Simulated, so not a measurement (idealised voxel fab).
voxel local oxidation: a process module
Displayed cross-section: cut, width of 185 nm, square cells sized 5 nm.
Each cross-section below is a grid of square cells, stated as bands in top-down order, with one or more rows of cells making up each band.
Heights first: top, then bottom, in nm. Then materials, left to right, each with a width in nm. "throughout" on a single material: fills the band edge to edge. "empty": empty space.
Height 0 is the level under which the wafer as received is all one material. The lowest band goes on downwards, as in "top 0, no bottom".
Width spec "30->40" -> top row of cells at first value, bottom row at second value, equal per-row change in between.
You'll sometimes find "all unchanged" written for a step, and that's the way of saying that nowhere in the cross-section did a cell change during that step.
"Trapped voids" enumerates empty spaces isolated from the top, with no open way to it, that contain at least 8 cells, giving each as width x height at distance from the left edge, all three in nm.
The remark found on a step's line after its settings is issued by the simulator itself and pertains to that step.
"overlay nm" denotes, for a step that has a mask, the displacement of the mask to the right of its planned place, with negative values corresponding to the left.

-- Listed below are the process steps as planned
1 RECEIVE | material Si
2 OXIDIZE | depth nm 5
3 CONFORMAL_DEP | material SiN | thk nm 15
4 PATTERN | tone cover | mask id ACTIVE | material resist | width nm 105 | thk nm 20 | overlay nm 0
5 DIRECTIONAL_ETCH | etch materials SiN | depth nm 15
6 STRIP | etch materials resist
7 SELECTIVE_ETCH | etch materials SiO2 | depth nm 5
8 OXIDIZE | depth nm 10
9 STRIP | etch materials SiN

-- Cross-section of the wafer at receipt, which is the condition after step 1
    top 0, no bottom = Si throughout
    Trapped voids: none

-- First of two wafers: cross-section at end of module, run per plan
    top 0, bottom -5 = empty=45  SiO2=95  empty=45
    top -5, bottom -15 = SiO2=55  Si=75  SiO2=55
    top -15, no bottom = Si throughout
    Trapped voids: none

-- Module end: cross-section of wafer two of two. Same start and process plan as the first wafer. One mistake during execution
    top -5, bottom -15 = empty=55  Si=75  empty=55
    top -15, no bottom = Si throughout
    Trapped voids: none
Deviation noted in wafer processing: step 9, actual vs plan mismatch, actual run STRIP | etch materials SiO2
End check, counted in cells, second wafer has more or fewer of these materials than the first: 63 fewer of SiO2
